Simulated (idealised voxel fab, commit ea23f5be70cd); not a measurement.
Process module under the name voxel transistor to metal
This is section cut - it's 215 nm across, gridded in 5 nm square cells.
Notation: cross-section as square-cell grid; stated in bands, top first, going down; one or more cell rows per band.
A band entry consists of two parts. The first gives the height of the band's top and the height of its bottom, in nm. The rest lists the band's materials from left to right, each with its width in nm. A single material labelled with the word "edge to edge" fills the band from edge to edge, and the word "empty" marks empty space.
Height reference: 0 = level under which incoming wafer is all one material. Lowest band: no bottom, runs on downward, e.g. "0..down".
The width entry "30->40" should be interpreted row by row: the top row of cells in the band takes the first number, the bottom row takes the second number, and the change between adjacent rows is uniform throughout.
Where a step carries "changes: none", the cross-section came out of it unchanged, cell for cell.
What "Sealed internal voids" gives you is every empty space of 8 cells or more that is cut off from the top. Each appears as width x height at distance, with the distance taken from the left edge and width, height and distance all in nm.
The remark found on a step's line after its settings is issued by the simulator itself and pertains to that step.
overlay nm: where the mask lay relative to plan, measured to the right, on steps with a mask; negatives go left.
Process steps foreseen in the plan:
- 1: op RECEIVE | material Si
- 2: op OXIDIZE | depth nm 5
- 3: op CONFORMAL_DEP | material SiN | thk nm 15
- 4: op PATTERN | tone cover | mask id ACTIVE | material resist | width nm 100 | thk nm 20 | overlay nm 0
- 5: op DIRECTIONAL_ETCH | etch materials SiN | depth nm 15
- 6: op DIRECTIONAL_ETCH | etch materials SiO2 | depth nm 5
- 7: op DIRECTIONAL_ETCH | etch materials Si | depth nm 20
- 8: op STRIP | etch materials resist
- 9: op FILL_DEP | material SiO2 | thk nm 15
- 10: op CMP | height nm 15
- 11: op SELECTIVE_ETCH | etch materials SiO2 | depth nm 10
- 12: op STRIP | etch materials SiN
- 13: op SELECTIVE_ETCH | etch materials SiO2 | depth nm 5
- 14: op OXIDIZE | depth nm 5
- 15: op DIRECTIONAL_DEP | material polySi | thk nm 20
- 16: op DIRECTIONAL_DEP | material SiCN | thk nm 10
- 17: op PATTERN | tone cover | mask id GATE | material resist | width nm 20 | thk nm 15 | overlay nm 0
- 18: op DIRECTIONAL_ETCH | etch materials SiCN | depth nm 20
- 19: op DIRECTIONAL_ETCH | etch materials polySi | depth nm 30
- 20: op STRIP | etch materials resist
- 21: op CONFORMAL_DEP | material SiN | thk nm 5
- 22: op DIRECTIONAL_ETCH | etch materials SiN | depth nm 5
- 23: op DIRECTIONAL_ETCH | etch materials SiO2 | depth nm 5
- 24: op DIRECTIONAL_ETCH | etch materials Si | depth nm 5
- 25: op EPI | material SiGe | thk nm 5
- 26: op FILL_DEP | material SiO2 | thk nm 10
- 27: op CMP | height nm 25
- 28: op DIRECTIONAL_DEP | material SiO2 | thk nm 15
- 29: op PATTERN | tone open | mask id CONTACT | material resist | width nm 30 | pitch nm 60 | thk nm 20 | overlay nm 0
- 30: op DIRECTIONAL_ETCH | etch materials SiO2 | depth nm 50
- 31: op STRIP | etch materials resist
- 32: op CONFORMAL_DEP | material TiN | thk nm 5
- 33: op FILL_DEP | material W | thk nm 5
- 34: op CMP | height nm 40
- 35: op DIRECTIONAL_DEP | material TiN | thk nm 5
- 36: op DIRECTIONAL_DEP | material Ru | thk nm 20
- 37: op PATTERN | tone cover | mask id METAL_1 | material resist | width nm 15 | pitch nm 75 | thk nm 15 | overlay nm 0
- 38: op DIRECTIONAL_ETCH | etch materials Ru | depth nm 20
- 39: op DIRECTIONAL_ETCH | etch materials TiN | depth nm 5
- 40: op STRIP | etch materials resist
- 41: op FILL_DEP | material lowk | thk nm 10
- 42: op CMP | height nm 65
- 43: op CONFORMAL_DEP | material SiN | thk nm 5
First of two wafers: run as planned:
Cross-sectional view of the wafer in its as-received condition, corresponding to the state after step 1:
- 0..down  Si edge to edge
- Sealed internal voids: none
The wafer in cross-section once step 2 is complete:
- 0..-5  SiO2 edge to edge
- Below -5, no change.
The wafer in cross-section once step 3 is complete:
- 15..0  SiN edge to edge
- Below 0, no change.
The wafer in cross-section once step 4 is complete:
- 35..15  55 empty; 100 resist; 60 empty
- Below 15, no change.
The wafer in cross-section once step 5 is complete:
- 35..15  55 empty; 100 resist; 60 empty
- 15..0  55 empty; 100 SiN; 60 empty
- Below 0, no change.
The wafer in cross-section once step 6 is complete:
- 35..15  55 empty; 100 resist; 60 empty
- 15..0  55 empty; 100 SiN; 60 empty
- 0..-5  55 empty; 100 SiO2; 60 empty
- Below -5, no change.
The wafer in cross-section once step 7 is complete:
- 35..15  55 empty; 100 resist; 60 empty
- 15..0  55 empty; 100 SiN; 60 empty
- 0..-5  55 empty; 100 SiO2; 60 empty
- -5..-25  55 empty; 100 Si; 60 empty
- Below -25, no change.
The wafer in cross-section once step 8 is complete:
- 15..0  55 empty; 100 SiN; 60 empty
- Below 0, no change.
The wafer in cross-section once step 9 is complete:
- 30..15  SiO2 edge to edge
- 15..0  55 SiO2; 100 SiN; 60 SiO2
- 0..-5  SiO2 edge to edge
- -5..-25  55 SiO2; 100 Si; 60 SiO2
- Below -25, no change.
The wafer in cross-section once step 10 is complete:
- 15..0  55 SiO2; 100 SiN; 60 SiO2
- Below 0, no change.
The wafer in cross-section once step 11 is complete:
- 15..5  55 empty; 100 SiN; 60 empty
- Below 5, no change.
The wafer in cross-section once step 12 is complete:
- 5..0  55 SiO2; 100 empty; 60 SiO2
- Below 0, no change.
The wafer in cross-section once step 13 is complete:
- 0..-5  50 SiO2; 110 empty; 55 SiO2
- Below -5, no change.
The wafer in cross-section once step 14 is complete:
- 0..-5  50 SiO2; 110 empty; 55 SiO2
- -5..-10  SiO2 edge to edge
- Below -10, no change.
The wafer in cross-section once step 15 is complete:
- 20..15  50 polySi; 110 empty; 55 polySi
- 15..0  polySi edge to edge
- 0..-5  50 SiO2; 110 polySi; 55 SiO2
- Below -5, no change.
The wafer in cross-section once step 16 is complete:
- 30..25  50 SiCN; 110 empty; 55 SiCN
- 25..20  SiCN edge to edge
- 20..15  50 polySi; 110 SiCN; 55 polySi
- Below 15, no change.
The wafer in cross-section once step 17 is complete:
- 45..30  95 empty; 20 resist; 100 empty
- 30..25  50 SiCN; 45 empty; 20 resist; 45 empty; 55 SiCN
- Below 25, no change.
The wafer in cross-section once step 18 is complete:
- 45..25  95 empty; 20 resist; 100 empty
- 25..20  95 empty; 20 SiCN; 100 empty
- 20..15  50 polySi; 45 empty; 20 SiCN; 45 empty; 55 polySi
- Below 15, no change.
The wafer in cross-section once step 19 is complete:
- 45..25  95 empty; 20 resist; 100 empty
- 25..15  95 empty; 20 SiCN; 100 empty
- 15..0  95 empty; 20 polySi; 100 empty
- 0..-5  50 SiO2; 45 empty; 20 polySi; 45 empty; 55 SiO2
- Below -5, no change.
The wafer in cross-section once step 20 is complete:
- 25..15  95 empty; 20 SiCN; 100 empty
- Below 15, no change.
The wafer in cross-section once step 21 is complete:
- 30..25  90 empty; 30 SiN; 95 empty
- 25..15  90 empty; 5 SiN; 20 SiCN; 5 SiN; 95 empty
- 15..5  90 empty; 5 SiN; 20 polySi; 5 SiN; 95 empty
- 5..0  55 SiN; 35 empty; 5 SiN; 20 polySi; 5 SiN; 35 empty; 60 SiN
- 0..-5  50 SiO2; 45 SiN; 20 polySi; 45 SiN; 55 SiO2
- Below -5, no change.
The wafer in cross-section once step 22 is complete:
- 25..15  90 empty; 5 SiN; 20 SiCN; 5 SiN; 95 empty
- 15..0  90 empty; 5 SiN; 20 polySi; 5 SiN; 95 empty
- 0..-5  50 SiO2; 5 SiN; 35 empty; 5 SiN; 20 polySi; 5 SiN; 35 empty; 5 SiN; 55 SiO2
- Below -5, no change.
The wafer in cross-section once step 23 is complete:
- 25..15  90 empty; 5 SiN; 20 SiCN; 5 SiN; 95 empty
- 15..0  90 empty; 5 SiN; 20 polySi; 5 SiN; 95 empty
- 0..-5  50 empty; 5 SiN; 35 empty; 5 SiN; 20 polySi; 5 SiN; 35 empty; 5 SiN; 55 empty
- -5..-10  55 SiO2; 35 empty; 30 SiO2; 35 empty; 60 SiO2
- Below -10, no change.
The wafer in cross-section once step 24 is complete:
- 25..15  90 empty; 5 SiN; 20 SiCN; 5 SiN; 95 empty
- 15..0  90 empty; 5 SiN; 20 polySi; 5 SiN; 95 empty
- 0..-5  50 empty; 5 SiN; 35 empty; 5 SiN; 20 polySi; 5 SiN; 35 empty; 5 SiN; 55 empty
- -5..-10  55 SiO2; 35 empty; 30 SiO2; 35 empty; 60 SiO2
- -10..-15  55 SiO2; 35 empty; 30 Si; 35 empty; 60 SiO2
- Below -15, no change.
The wafer in cross-section once step 25 is complete:
- 25..15  90 empty; 5 SiN; 20 SiCN; 5 SiN; 95 empty
- 15..0  90 empty; 5 SiN; 20 polySi; 5 SiN; 95 empty
- 0..-5  50 empty; 5 SiN; 35 empty; 5 SiN; 20 polySi; 5 SiN; 35 empty; 5 SiN; 55 empty
- -5..-10  55 SiO2; 30 empty; 5 SiGe; 30 SiO2; 5 SiGe; 30 empty; 60 SiO2
- -10..-15  55 SiO2; 35 SiGe; 30 Si; 35 SiGe; 60 SiO2
- Below -15, no change.
The wafer in cross-section once step 26 is complete:
- 35..25  SiO2 edge to edge
- 25..15  90 SiO2; 5 SiN; 20 SiCN; 5 SiN; 95 SiO2
- 15..0  90 SiO2; 5 SiN; 20 polySi; 5 SiN; 95 SiO2
- 0..-5  50 SiO2; 5 SiN; 35 SiO2; 5 SiN; 20 polySi; 5 SiN; 35 SiO2; 5 SiN; 55 SiO2
- -5..-10  85 SiO2; 5 SiGe; 30 SiO2; 5 SiGe; 90 SiO2
- Below -10, no change.
The wafer in cross-section once step 27 is complete:
- 25..15  90 SiO2; 5 SiN; 20 SiCN; 5 SiN; 95 SiO2
- Below 15, no change.
The wafer in cross-section once step 28 is complete:
- 40..25  SiO2 edge to edge
- Below 25, no change.
The wafer in cross-section once step 29 is complete:
- 60..40  60 resist; 30 empty; 30 resist; 30 empty; 65 resist
- Below 40, no change.
The wafer in cross-section once step 30 is complete:
- 60..40  60 resist; 30 empty; 30 resist; 30 empty; 65 resist
- 40..25  60 SiO2; 30 empty; 30 SiO2; 30 empty; 65 SiO2
- 25..15  60 SiO2; 30 empty; 5 SiN; 20 SiCN; 5 SiN; 30 empty; 65 SiO2
- 15..0  60 SiO2; 30 empty; 5 SiN; 20 polySi; 5 SiN; 30 empty; 65 SiO2
- 0..-5  50 SiO2; 5 SiN; 5 SiO2; 30 empty; 5 SiN; 20 polySi; 5 SiN; 30 empty; 5 SiO2; 5 SiN; 55 SiO2
- -5..-10  60 SiO2; 25 empty; 5 SiGe; 30 SiO2; 5 SiGe; 25 empty; 65 SiO2
- Below -10, no change.
The wafer in cross-section once step 31 is complete:
- 40..25  60 SiO2; 30 empty; 30 SiO2; 30 empty; 65 SiO2
- Below 25, no change.
The wafer in cross-section once step 32 is complete:
- 45..40  65 TiN; 20 empty; 40 TiN; 20 empty; 70 TiN
- 40..25  60 SiO2; 5 TiN; 20 empty; 5 TiN; 30 SiO2; 5 TiN; 20 empty; 5 TiN; 65 SiO2
- 25..15  60 SiO2; 5 TiN; 20 empty; 5 TiN; 5 SiN; 20 SiCN; 5 SiN; 5 TiN; 20 empty; 5 TiN; 65 SiO2
- 15..0  60 SiO2; 5 TiN; 20 empty; 5 TiN; 5 SiN; 20 polySi; 5 SiN; 5 TiN; 20 empty; 5 TiN; 65 SiO2
- 0..-5  50 SiO2; 5 SiN; 5 SiO2; 5 TiN; 15 empty; 10 TiN; 5 SiN; 20 polySi; 5 SiN; 10 TiN; 15 empty; 5 TiN; 5 SiO2; 5 SiN; 55 SiO2
- -5..-10  60 SiO2; 25 TiN; 5 SiGe; 30 SiO2; 5 SiGe; 25 TiN; 65 SiO2
- Below -10, no change.
The wafer in cross-section once step 33 is complete:
- 50..45  W edge to edge
- 45..40  65 TiN; 20 W; 40 TiN; 20 W; 70 TiN
- 40..25  60 SiO2; 5 TiN; 20 W; 5 TiN; 30 SiO2; 5 TiN; 20 W; 5 TiN; 65 SiO2
- 25..15  60 SiO2; 5 TiN; 20 W; 5 TiN; 5 SiN; 20 SiCN; 5 SiN; 5 TiN; 20 W; 5 TiN; 65 SiO2
- 15..0  60 SiO2; 5 TiN; 20 W; 5 TiN; 5 SiN; 20 polySi; 5 SiN; 5 TiN; 20 W; 5 TiN; 65 SiO2
- 0..-5  50 SiO2; 5 SiN; 5 SiO2; 5 TiN; 15 W; 10 TiN; 5 SiN; 20 polySi; 5 SiN; 10 TiN; 15 W; 5 TiN; 5 SiO2; 5 SiN; 55 SiO2
- Below -5, no change.
The wafer in cross-section once step 34 is complete:
- 40..25  60 SiO2; 5 TiN; 20 W; 5 TiN; 30 SiO2; 5 TiN; 20 W; 5 TiN; 65 SiO2
- Below 25, no change.
The wafer in cross-section once step 35 is complete:
- 45..40  TiN edge to edge
- Below 40, no change.
The wafer in cross-section once step 36 is complete:
- 65..45  Ru edge to edge
- Below 45, no change.
The wafer in cross-section once step 37 is complete:
- 80..65  60 empty; 15 resist; 60 empty; 15 resist; 65 empty
- Below 65, no change.
The wafer in cross-section once step 38 is complete:
- 80..65  60 empty; 15 resist; 60 empty; 15 resist; 65 empty
- 65..45  60 empty; 15 Ru; 60 empty; 15 Ru; 65 empty
- Below 45, no change.
The wafer in cross-section once step 39 is complete:
- 80..65  60 empty; 15 resist; 60 empty; 15 resist; 65 empty
- 65..45  60 empty; 15 Ru; 60 empty; 15 Ru; 65 empty
- 45..40  60 empty; 15 TiN; 60 empty; 15 TiN; 65 empty
- Below 40, no change.
The wafer in cross-section once step 40 is complete:
- 65..45  60 empty; 15 Ru; 60 empty; 15 Ru; 65 empty
- Below 45, no change.
The wafer in cross-section once step 41 is complete:
- 75..65  lowk edge to edge
- 65..45  60 lowk; 15 Ru; 60 lowk; 15 Ru; 65 lowk
- 45..40  60 lowk; 15 TiN; 60 lowk; 15 TiN; 65 lowk
- Below 40, no change.
The wafer in cross-section once step 42 is complete:
- 65..45  60 lowk; 15 Ru; 60 lowk; 15 Ru; 65 lowk
- Below 45, no change.
The wafer in cross-section once step 43 is complete:
- 70..65  SiN edge to edge
- Below 65, no change.
Second wafer: same start and same plan as the first, one execution error; identical to the first through step 9:
Second wafer profile in section, at the moment step 10 of the plan was meant to be complete: changes: none
Second wafer profile in section, at the moment step 11 of the plan was meant to be complete:
- 20..15  SiO2 edge to edge
- Below 15, no change.
Second wafer profile in section, at the moment step 12 of the plan was meant to be complete: changes: none
Second wafer profile in section, at the moment step 13 of the plan was meant to be complete:
- 15..0  55 SiO2; 100 SiN; 60 SiO2
- Below 0, no change.
Second wafer profile in section, at the moment step 14 of the plan was meant to be complete: changes: none
Second wafer profile in section, at the moment step 15 of the plan was meant to be complete:
- 35..15  polySi edge to edge
- Below 15, no change.
Second wafer profile in section, at the moment step 16 of the plan was meant to be complete:
- 45..35  SiCN edge to edge
- Below 35, no change.
Second wafer profile in section, at the moment step 17 of the plan was meant to be complete:
- 60..45  95 empty; 20 resist; 100 empty
- Below 45, no change.
Second wafer profile in section, at the moment step 18 of the plan was meant to be complete:
- 60..45  95 empty; 20 resist; 100 empty
- 45..35  95 empty; 20 SiCN; 100 empty
- Below 35, no change.
Second wafer profile in section, at the moment step 19 of the plan was meant to be complete:
- 60..45  95 empty; 20 resist; 100 empty
- 45..35  95 empty; 20 SiCN; 100 empty
- 35..15  95 empty; 20 polySi; 100 empty
- Below 15, no change.
Second wafer profile in section, at the moment step 20 of the plan was meant to be complete:
- 45..35  95 empty; 20 SiCN; 100 empty
- Below 35, no change.
Second wafer profile in section, at the moment step 21 of the plan was meant to be complete:
- 50..45  90 empty; 30 SiN; 95 empty
- 45..35  90 empty; 5 SiN; 20 SiCN; 5 SiN; 95 empty
- 35..20  90 empty; 5 SiN; 20 polySi; 5 SiN; 95 empty
- 20..15  95 SiN; 20 polySi; 100 SiN
- Below 15, no change.
Second wafer profile in section, at the moment step 22 of the plan was meant to be complete:
- 45..35  90 empty; 5 SiN; 20 SiCN; 5 SiN; 95 empty
- 35..15  90 empty; 5 SiN; 20 polySi; 5 SiN; 95 empty
- Below 15, no change.
Second wafer profile in section, at the moment step 23 of the plan was meant to be complete:
- 45..35  90 empty; 5 SiN; 20 SiCN; 5 SiN; 95 empty
- 35..15  90 empty; 5 SiN; 20 polySi; 5 SiN; 95 empty
- 15..10  55 empty; 100 SiN; 60 empty
- Below 10, no change.
Second wafer profile in section, at the moment step 24 of the plan was meant to be complete: changes: none
Second wafer profile in section, at the moment step 25 of the plan was meant to be complete: changes: none
Second wafer profile in section, at the moment step 26 of the plan was meant to be complete:
- 55..45  SiO2 edge to edge
- 45..35  90 SiO2; 5 SiN; 20 SiCN; 5 SiN; 95 SiO2
- 35..15  90 SiO2; 5 SiN; 20 polySi; 5 SiN; 95 SiO2
- 15..0  55 SiO2; 100 SiN; 60 SiO2
- Below 0, no change.
Second wafer profile in section, at the moment step 27 of the plan was meant to be complete:
- 25..15  90 SiO2; 5 SiN; 20 polySi; 5 SiN; 95 SiO2
- Below 15, no change.
Second wafer profile in section, at the moment step 28 of the plan was meant to be complete:
- 40..25  SiO2 edge to edge
- Below 25, no change.
Second wafer profile in section, at the moment step 29 of the plan was meant to be complete:
- 60..40  60 resist; 30 empty; 30 resist; 30 empty; 65 resist
- Below 40, no change.
Second wafer profile in section, at the moment step 30 of the plan was meant to be complete:
- 60..40  60 resist; 30 empty; 30 resist; 30 empty; 65 resist
- 40..25  60 SiO2; 30 empty; 30 SiO2; 30 empty; 65 SiO2
- 25..15  60 SiO2; 30 empty; 5 SiN; 20 polySi; 5 SiN; 30 empty; 65 SiO2
- Below 15, no change.
Second wafer profile in section, at the moment step 31 of the plan was meant to be complete:
- 40..25  60 SiO2; 30 empty; 30 SiO2; 30 empty; 65 SiO2
- Below 25, no change.
Second wafer profile in section, at the moment step 32 of the plan was meant to be complete:
- 45..40  65 TiN; 20 empty; 40 TiN; 20 empty; 70 TiN
- 40..25  60 SiO2; 5 TiN; 20 empty; 5 TiN; 30 SiO2; 5 TiN; 20 empty; 5 TiN; 65 SiO2
- 25..20  60 SiO2; 5 TiN; 20 empty; 5 TiN; 5 SiN; 20 polySi; 5 SiN; 5 TiN; 20 empty; 5 TiN; 65 SiO2
- 20..15  60 SiO2; 30 TiN; 5 SiN; 20 polySi; 5 SiN; 30 TiN; 65 SiO2
- Below 15, no change.
Second wafer profile in section, at the moment step 33 of the plan was meant to be complete:
- 50..45  W edge to edge
- 45..40  65 TiN; 20 W; 40 TiN; 20 W; 70 TiN
- 40..25  60 SiO2; 5 TiN; 20 W; 5 TiN; 30 SiO2; 5 TiN; 20 W; 5 TiN; 65 SiO2
- 25..20  60 SiO2; 5 TiN; 20 W; 5 TiN; 5 SiN; 20 polySi; 5 SiN; 5 TiN; 20 W; 5 TiN; 65 SiO2
- Below 20, no change.
Second wafer profile in section, at the moment step 34 of the plan was meant to be complete:
- 40..25  60 SiO2; 5 TiN; 20 W; 5 TiN; 30 SiO2; 5 TiN; 20 W; 5 TiN; 65 SiO2
- Below 25, no change.
Second wafer profile in section, at the moment step 35 of the plan was meant to be complete:
- 45..40  TiN edge to edge
- Below 40, no change.
Second wafer profile in section, at the moment step 36 of the plan was meant to be complete:
- 65..45  Ru edge to edge
- Below 45, no change.
Second wafer profile in section, at the moment step 37 of the plan was meant to be complete:
- 80..65  60 empty; 15 resist; 60 empty; 15 resist; 65 empty
- Below 65, no change.
Second wafer profile in section, at the moment step 38 of the plan was meant to be complete:
- 80..65  60 empty; 15 resist; 60 empty; 15 resist; 65 empty
- 65..45  60 empty; 15 Ru; 60 empty; 15 Ru; 65 empty
- Below 45, no change.
Second wafer profile in section, at the moment step 39 of the plan was meant to be complete:
- 80..65  60 empty; 15 resist; 60 empty; 15 resist; 65 empty
- 65..45  60 empty; 15 Ru; 60 empty; 15 Ru; 65 empty
- 45..40  60 empty; 15 TiN; 60 empty; 15 TiN; 65 empty
- Below 40, no change.
Second wafer profile in section, at the moment step 40 of the plan was meant to be complete:
- 65..45  60 empty; 15 Ru; 60 empty; 15 Ru; 65 empty
- Below 45, no change.
Second wafer profile in section, at the moment step 41 of the plan was meant to be complete:
- 75..65  lowk edge to edge
- 65..45  60 lowk; 15 Ru; 60 lowk; 15 Ru; 65 lowk
- 45..40  60 lowk; 15 TiN; 60 lowk; 15 TiN; 65 lowk
- Below 40, no change.
Second wafer profile in section, at the moment step 42 of the plan was meant to be complete:
- 65..45  60 lowk; 15 Ru; 60 lowk; 15 Ru; 65 lowk
- Below 45, no change.
Second wafer profile in section, at the moment step 43 of the plan was meant to be complete:
- 70..65  SiN edge to edge
- Below 65, no change.
Error vs. plan: plan step 10 never ran because it was skipped
Final difference in cells, second wafer against first, listed per material as more or fewer: 34 more of Si; 8 fewer of SiCN; 16 fewer of SiGe; 50 more of SiN; 6 more of SiO2; 20 fewer of TiN; 38 fewer of W; 8 fewer of polySi
